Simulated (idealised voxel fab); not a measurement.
Process module, titled voxel wiring stack
Cross-sectional view cut (width: 235 nm; square cell size: 5 nm).
This document writes a cross-section as a grid whose cells are square, and gives it as bands, listed from the top down; one or more rows of cells form a band.
Top height, bottom height, nm. Materials left to right, width each, nm. Single material + "throughout" = fills band edge to edge. "air" = empty.
It should be noted that heights are counted from 0, beneath which the wafer as supplied is of one material throughout, and that the lowest band possesses no lower boundary but continues downward, as written in "0..down".
Width "30..40": first value at the band's top row of cells, second value at its bottom row, equal change from row to row.
Basically "no change occurred" means that step didn't change any cell in the cross-section.
"Enclosed internal voids" specifies each empty space that is not open to the top and that occupies no fewer than 8 cells, using the form width x height at distance, the distance measured from the left edge and all three quantities in nm.
That trailing text on a step's line, after the settings, is the simulator's own remark on the step.
Each step line may optionally specify "overlay nm", which for a step with a mask gives the rightward distance between the mask's planned place and where it lay, a negative value indicating the leftward direction.
## So here's the lineup of process steps we planned
1,RECEIVE [material Si]
2,CONFORMAL_DEP [material SiO2] [thk nm 15]
3,DIRECTIONAL_DEP [material TiN] [thk nm 5]
4,DIRECTIONAL_DEP [material W] [thk nm 20]
5,DIRECTIONAL_DEP [material aC] [thk nm 15]
6,PATTERN [tone cover] [mask id METAL_1] [material resist] [width nm 30] [pitch nm 60] [thk nm 30] [overlay nm 0]
7,DIRECTIONAL_ETCH [etch materials aC] [depth nm 15]
8,STRIP [etch materials resist]
9,DIRECTIONAL_ETCH [etch materials W] [depth nm 20]
10,DIRECTIONAL_ETCH [etch materials TiN] [depth nm 5]
11,STRIP [etch materials aC]
12,CONFORMAL_DEP [material SiCN] [thk nm 5]
13,FILL_DEP [material lowk] [thk nm 10]
14,CMP [height nm 40]
15,CONFORMAL_DEP [material SiCN] [thk nm 5]
16,DIRECTIONAL_DEP [material SiO2] [thk nm 20]
17,MASKED_ETCH [tone open] [mask id PLUG_1] [width nm 15] [pitch nm 120] [etch materials SiO2] [depth nm 20] [overlay nm 0]
18,MASKED_ETCH [tone open] [mask id PLUG_1] [width nm 15] [pitch nm 120] [etch materials SiCN] [depth nm 5] [overlay nm 0]
19,CONFORMAL_DEP [material TiN] [thk nm 5]
20,FILL_DEP [material W] [thk nm 5]
21,CMP [height nm 65]
22,CONFORMAL_DEP [material SiCN] [thk nm 5]
23,DIRECTIONAL_DEP [material SiO2] [thk nm 15]
24,PATTERN [tone open] [mask id METAL_2] [material resist] [width nm 30] [pitch nm 60] [thk nm 20] [overlay nm 0]
25,DIRECTIONAL_ETCH [etch materials SiO2] [depth nm 15]
26,DIRECTIONAL_ETCH [etch materials SiCN] [depth nm 5]
27,STRIP [etch materials resist]
28,CONFORMAL_DEP [material TiN] [thk nm 5]
29,FILL_DEP [material W] [thk nm 5]
30,CMP [height nm 85]
31,CONFORMAL_DEP [material SiCN] [thk nm 5]
32,DIRECTIONAL_DEP [material SiO2] [thk nm 10]
33,MASKED_ETCH [tone open] [mask id PLUG_2] [width nm 15] [pitch nm 60] [etch materials SiO2] [depth nm 10] [overlay nm 0]
34,MASKED_ETCH [tone open] [mask id PLUG_2] [width nm 15] [pitch nm 60] [etch materials SiCN] [depth nm 5] [overlay nm 0]
35,CONFORMAL_DEP [material TiN] [thk nm 5]
36,FILL_DEP [material W] [thk nm 5]
37,CMP [height nm 100]
38,DIRECTIONAL_DEP [material TiN] [thk nm 5]
39,DIRECTIONAL_DEP [material Ru] [thk nm 25]
40,MASKED_ETCH [tone cover] [mask id METAL_3] [width nm 30] [pitch nm 60] [etch materials Ru] [depth nm 25] [overlay nm 0]
41,MASKED_ETCH [tone cover] [mask id METAL_3] [width nm 30] [pitch nm 60] [etch materials TiN] [depth nm 5] [overlay nm 0]
42,CONFORMAL_DEP [material SiN] [thk nm 5]
43,FILL_DEP [material lowk] [thk nm 5]
44,CMP [height nm 130]
45,CONFORMAL_DEP [material SiCN] [thk nm 5]
The plan shows the width nm of step 33 as the first wafer had it; this setting differs between the wafers, which start out alike.
## As-received state after step 1, first of several wafers, cross-section
* 0..down: Si throughout
* Enclosed internal voids: none
## The cross-section of the first of several wafers is given below for the end of the module, after its final step, step 45
* 135..130: SiCN throughout
* 130..105: lowk=35, then SiN=5, then Ru=30, then SiN=5, then lowk=20, then SiN=5, then Ru=30, then SiN=5, then lowk=20, then SiN=5, then Ru=30, then SiN=5, then lowk=40
* 105..100: SiN=40, then TiN=30, then SiN=30, then TiN=30, then SiN=30, then TiN=30, then SiN=45
* 100..90: SiO2=40, then TiN=5, then W=5, then TiN=5, then SiO2=45, then TiN=5, then W=5, then TiN=5, then SiO2=45, then TiN=5, then W=5, then TiN=5, then SiO2=60
* 90..85: SiCN=40, then TiN=15, then SiCN=45, then TiN=15, then SiCN=45, then TiN=15, then SiCN=60
* 85..70: SiO2=40, then TiN=5, then W=20, then TiN=5, then SiO2=30, then TiN=5, then W=20, then TiN=5, then SiO2=30, then TiN=5, then W=20, then TiN=5, then SiO2=45
* 70..65: SiCN=40, then TiN=30, then SiCN=30, then TiN=30, then SiCN=30, then TiN=30, then SiCN=45
* 65..45: SiO2=40, then TiN=5, then W=5, then TiN=5, then SiO2=105, then TiN=5, then W=5, then TiN=5, then SiO2=60
* 45..40: SiCN=40, then TiN=15, then SiCN=105, then TiN=15, then SiCN=60
* 40..20: lowk=35, then SiCN=5, then W=30, then SiCN=5, then lowk=20, then SiCN=5, then W=30, then SiCN=5, then lowk=20, then SiCN=5, then W=30, then SiCN=5, then lowk=40
* 20..15: SiCN=40, then TiN=30, then SiCN=30, then TiN=30, then SiCN=30, then TiN=30, then SiCN=45
* 15..0: SiO2 throughout
* 0..down: Si throughout
* Enclosed internal voids: none
## X-section, last wafer, module end
* 135..130: SiCN throughout
* 130..105: lowk=35, then SiN=5, then Ru=30, then SiN=5, then lowk=20, then SiN=5, then Ru=30, then SiN=5, then lowk=20, then SiN=5, then Ru=30, then SiN=5, then lowk=40
* 105..100: SiN=40, then TiN=30, then SiN=30, then TiN=30, then SiN=30, then TiN=30, then SiN=45
* 100..90: SiO2=35, then TiN=5..10, then W=20..5, then TiN=5..15, then SiO2=30, then TiN=5..10, then W=20..5, then TiN=5..15, then SiO2=30, then TiN=5..10, then W=20..5, then TiN=5..15, then SiO2=50
* 90..85: SiCN=40, then TiN=15, then SiCN=45, then TiN=15, then SiCN=45, then TiN=15, then SiCN=60
* 85..70: SiO2=40, then TiN=5, then W=20, then TiN=5, then SiO2=30, then TiN=5, then W=20, then TiN=5, then SiO2=30, then TiN=5, then W=20, then TiN=5, then SiO2=45
* 70..65: SiCN=40, then TiN=30, then SiCN=30, then TiN=30, then SiCN=30, then TiN=30, then SiCN=45
* 65..45: SiO2=40, then TiN=5, then W=5, then TiN=5, then SiO2=105, then TiN=5, then W=5, then TiN=5, then SiO2=60
* 45..40: SiCN=40, then TiN=15, then SiCN=105, then TiN=15, then SiCN=60
* 40..20: lowk=35, then SiCN=5, then W=30, then SiCN=5, then lowk=20, then SiCN=5, then W=30, then SiCN=5, then lowk=20, then SiCN=5, then W=30, then SiCN=5, then lowk=40
* 20..15: SiCN=40, then TiN=30, then SiCN=30, then TiN=30, then SiCN=30, then TiN=30, then SiCN=45
* 15..0: SiO2 throughout
* 0..down: Si throughout
* Enclosed internal voids: none
## Every row in this table is a wafer at the end of the module, and it gives, for each of the materials, the cells that wafer has gained (+) or lost (-) since it was received, then its closed voids
width nm 15, +90 Ru, +208 SiCN, +59 SiN, +468 SiO2, +115 TiN, +122 W, +207 lowk, Enclosed internal voids: none
width nm 20, +90 Ru, +208 SiCN, +59 SiN, +462 SiO2, +118 TiN, +125 W, +207 lowk, Enclosed internal voids: none
width nm 25, +90 Ru, +208 SiCN, +59 SiN, +456 SiO2, +121 TiN, +128 W, +207 lowk, Enclosed internal voids: none
width nm 30, +90 Ru, +208 SiCN, +59 SiN, +450 SiO2, +124 TiN, +131 W, +207 lowk, Enclosed internal voids: none
